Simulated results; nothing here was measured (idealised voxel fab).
The following process module bears the name voxel gate over fins.
Section cut is 265 nm wide and gridded with 5 nm square cells.
A cross-section in this document is a grid of square cells, and it is written down as bands, the top band listed before the ones below it; a band is made up of one or more rows of cells.
The entry gives the band's vertical extent as a top height and a bottom height in nm, then its horizontal make-up as materials from left to right, each with a width in nm. "blank" stands for empty space; a single material marked "everywhere" fills the band edge to edge.
Convention: height 0 is the level below which the wafer, as received, is all one material. The lowest band does not terminate at the bottom but continues downward, represented as "0 -> down".
Quick explanation for "30->40": the width changes in equal steps down the rows of cells, from the first number in the band's top row to the second number in its bottom row.
The cross-section has no changed cell in any step marked "all unchanged".
"Sealed void listing" enumerates empty spaces isolated from the top, with no open way to it, that contain at least 8 cells, giving each as width x height at distance from the left edge, all three in nm.
That trailing text on a step's line, after the settings, is the simulator's own remark on the step.
overlay nm: how far to the right of its planned place the mask lay on this masked step (negative: to the left).
-- Steps in the process plan
1 RECEIVE,material Si
2 CONFORMAL_DEP,material SiN,thk nm 10
3 MASKED_ETCH,tone cover,mask id FINS,width nm 15,pitch nm 35,etch materials SiN,depth nm 10,overlay nm 0
4 MASKED_ETCH,tone cover,mask id FINS,width nm 15,pitch nm 35,etch materials Si,depth nm 40,overlay nm 0
5 FILL_DEP,material SiO2,thk nm 5
6 CMP,height nm 10
7 SELECTIVE_ETCH,etch materials SiO2,depth nm 25
8 STRIP,etch materials SiN
9 CONFORMAL_DEP,material HfO2,thk nm 5
10 CONFORMAL_DEP,material TiN,thk nm 5
11 FILL_DEP,material W,thk nm 10
12 CMP,height nm 15
13 CONFORMAL_DEP,material SiCN,thk nm 5
-- Step 1 complete: cross-section of the wafer as received
	0 -> down  Si everywhere
	Sealed void listing: none
-- Module complete, cross-section. Starting point and plan per above. One mistake made in running the module
	20 -> 15  SiCN everywhere
	15 -> 5  W everywhere
	5 -> 0  W (100), then TiN (25), then W (10), then TiN (25), then W (105)
	0 -> -10  W (100), then TiN (5), then Si (15), then TiN (5), then W (10), then TiN (5), then Si (15), then TiN (5), then W (105)
	-10 -> -15  TiN (105), then Si (15), then TiN (20), then Si (15), then TiN (110)
	-15 -> -40  SiO2 (105), then Si (15), then SiO2 (20), then Si (15), then SiO2 (110)
	-40 -> down  Si everywhere
	Sealed void listing: none
What was done differently from what was planned? step 9 of the plan never got run, it was skipped over
